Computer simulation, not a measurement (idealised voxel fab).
This section sets out a process module, namely voxel ribs on slabs.
For reference, the cross-section in this document is cut, with width 185 nm and square cells of 5 nm.
Each cross-section below is a grid of square cells, stated as bands in top-down order, with one or more rows of cells making up each band.
It is stipulated that each band's entry specify, in nanometres, the height of the top of the band and then that of its bottom, followed by the materials of the band in left-to-right sequence, each together with its width in nanometres. A single material marked by the word "full width" is understood to fill the band from edge to edge; the word "blank" is understood to denote empty space.
Heights are reckoned from 0. Under this level, the received wafer is all of one material. The bottommost band is open-ended downward, for example "0 down".
The notation "30..40" denotes a width that varies across the rows of cells in the band, beginning at the first number in the top row, finishing at the second number in the bottom row, and changing by an identical amount from each row to the next.
Where a step carries "everything unchanged", the cross-section came out of it unchanged, cell for cell.
Empty spaces without an open route to the top, at least 8 cells in extent, make up the entry "Trapped voids"; each is given as width x height at distance, where the distance is measured from the left edge, and all are in nm.
On a step's line, text after the settings is the simulator commenting on that step.
"overlay nm" on a masked step: distance the mask lay right of its planned place, negative for left.
PLANNED STEP LIST FOR THE PROCESS
step 1: RECEIVE,material Si
step 2: DIRECTIONAL_DEP,material SiO2,thk nm 30
step 3: DIRECTIONAL_DEP,material polySi,thk nm 20
step 4: MASKED_ETCH,tone cover,mask id RIB,width nm 20,etch materials polySi,depth nm 5,overlay nm 0
step 5: DIRECTIONAL_DEP,material aC,thk nm 15
step 6: PATTERN,tone cover,mask id SLAB,material resist,width nm 50,thk nm 30,overlay nm 0
step 7: DIRECTIONAL_ETCH,etch materials aC,depth nm 15
step 8: STRIP,etch materials resist
step 9: DIRECTIONAL_ETCH,etch materials polySi,depth nm 15
step 10: STRIP,etch materials aC
step 11: FILL_DEP,material SiO2,thk nm 20
step 12: CMP,height nm 60
step 13: DIRECTIONAL_DEP,material W,thk nm 5
step 14: MASKED_ETCH,tone cover,mask id HEATER,width nm 30,etch materials W,depth nm 5,overlay nm 0
step 15: CONFORMAL_DEP,material SiO2,thk nm 5
CROSS-SECTION, INCOMING MATERIAL, AFTER STEP 1
> 0 down | Si full width
> Trapped voids: none
RUN AS PLANNED - FIRST OF THE TWO WAFERS CROSS-SECTIONED AT THE END OF THE MODULE
> 70 to 65 | 70 nm blank, 40 nm SiO2, 75 nm blank
> 65 to 60 | 75 nm SiO2, 30 nm W, 80 nm SiO2
> 60 to 50 | SiO2 full width
> 50 to 45 | 80 nm SiO2, 20 nm polySi, 85 nm SiO2
> 45 to 30 | 65 nm SiO2, 50 nm polySi, 70 nm SiO2
> 30 to 0 | SiO2 full width
> 0 down | Si full width
> Trapped voids: none
MODULE END: CROSS-SECTION OF WAFER TWO OF TWO. SAME START AND PROCESS PLAN AS THE FIRST WAFER. ONE MISTAKE DURING EXECUTION
> 70 to 65 | 70 nm blank, 40 nm SiO2, 75 nm blank
> 65 to 60 | 75 nm SiO2, 30 nm W, 80 nm SiO2
> 60 to 45 | SiO2 full width
> 45 to 40 | 80 nm SiO2, 20 nm polySi, 85 nm SiO2
> 40 to 30 | 65 nm SiO2, 50 nm polySi, 70 nm SiO2
> 30 to 0 | SiO2 full width
> 0 down | Si full width
> Trapped voids: none
So what did we get wrong on this run? step 3 was run on a setting that differed from the plan, and what really ran there is DIRECTIONAL_DEP,material polySi,thk nm 15
Once processing is complete, comparing cell counts shows that the second wafer has more or fewer of certain materials than the first: SiO2 +10 | polySi -10
